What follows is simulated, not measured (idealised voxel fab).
Module name: voxel trench capacitor (process module)
The cross-section on display is named cut; it measures 275 nm wide, and its cells are 5 nm squares.
In this document a cross-section is written as a grid of square cells. It is given as a series of bands, listed from the top down, and a band is one or more rows of cells. Look at the band entry: it leads with the top's height and the bottom's height in nm. Then it lists the materials left to right, with a width in nm for each. The word "everywhere" on a single material says that material fills the band edge to edge. The word "blank" is empty space. For the purposes of this specification, 0 denotes the height below which the wafer in its as-received condition is composed wholly of one material, and the lowermost band, lacking a lower limit, extends downward without end, as expressed in "0 -> down". When a width is written as two numbers, as in "30->40", the first number is the width in the top row of cells of the band and the second is the width in its bottom row, and the width changes by the same amount from each row to the next. The designation "no modifications", where it is given for a processing step, indicates that no cell of the cross-section was altered in the course of that step. "Listed closed voids" specifies each empty space that is not open to the top and that occupies no fewer than 8 cells, using the form width x height at distance, the distance measured from the left edge and all three quantities in nm. Heads up: the bit after the settings on a step's line is the simulator's remark on that step. The setting "overlay nm" may be written on the line of a step. When the step uses a mask, the value reports how far to the right of the planned place the mask lay, and a negative value reports that it lay to the left.

Intended process steps:
| 1 | RECEIVE | material Si |
| 2 | CONFORMAL_DEP | material SiN | thk nm 5 |
| 3 | MASKED_ETCH | tone open | mask id TRENCH | width nm 20 | pitch nm 35 | etch materials SiN | depth nm 5 | overlay nm 0 |
| 4 | MASKED_ETCH | tone open | mask id TRENCH | width nm 20 | pitch nm 35 | etch materials Si | depth nm 40 | overlay nm 0 |
| 5 | CONFORMAL_DEP | material Al2O3 | thk nm 5 |
| 6 | FILL_DEP | material polySi | thk nm 5 |
| 7 | CMP | height nm 5 |

Here's what the wafer looked like in cross-section when it arrived - that's after step 1:
0 -> down | Si everywhere
Listed closed voids: none

Looking at the first of two wafers in cross-section at end of module - ran to plan:
5 -> 0 | SiN (75); Al2O3 (5); polySi (10); Al2O3 (5); SiN (15); Al2O3 (5); polySi (10); Al2O3 (5); SiN (15); Al2O3 (5); polySi (10); Al2O3 (5); SiN (15); Al2O3 (5); polySi (10); Al2O3 (5); SiN (75)
0 -> -35 | Si (75); Al2O3 (5); polySi (10); Al2O3 (5); Si (15); Al2O3 (5); polySi (10); Al2O3 (5); Si (15); Al2O3 (5); polySi (10); Al2O3 (5); Si (15); Al2O3 (5); polySi (10); Al2O3 (5); Si (75)
-35 -> -40 | Si (75); Al2O3 (20); Si (15); Al2O3 (20); Si (15); Al2O3 (20); Si (15); Al2O3 (20); Si (75)
-40 -> down | Si everywhere
Listed closed voids: none

Cross-section, wafer two of two, end of module: same start and plan as wafer one, one error in execution:
10 -> 5 | Al2O3 (80); polySi (10); Al2O3 (25); polySi (10); Al2O3 (25); polySi (10); Al2O3 (25); polySi (10); Al2O3 (80)
5 -> 0 | SiN (75); Al2O3 (5); polySi (10); Al2O3 (5); SiN (15); Al2O3 (5); polySi (10); Al2O3 (5); SiN (15); Al2O3 (5); polySi (10); Al2O3 (5); SiN (15); Al2O3 (5); polySi (10); Al2O3 (5); SiN (75)
0 -> -35 | Si (75); Al2O3 (5); polySi (10); Al2O3 (5); Si (15); Al2O3 (5); polySi (10); Al2O3 (5); Si (15); Al2O3 (5); polySi (10); Al2O3 (5); Si (15); Al2O3 (5); polySi (10); Al2O3 (5); Si (75)
-35 -> -40 | Si (75); Al2O3 (20); Si (15); Al2O3 (20); Si (15); Al2O3 (20); Si (15); Al2O3 (20); Si (75)
-40 -> down | Si everywhere
Listed closed voids: none
Plan not followed: step 7 deviated from plan and actually ran as CMP | height nm 10
Looking at both finished wafers in cells, the second ends up ahead of or behind the first on some materials: Al2O3 +47; polySi +8
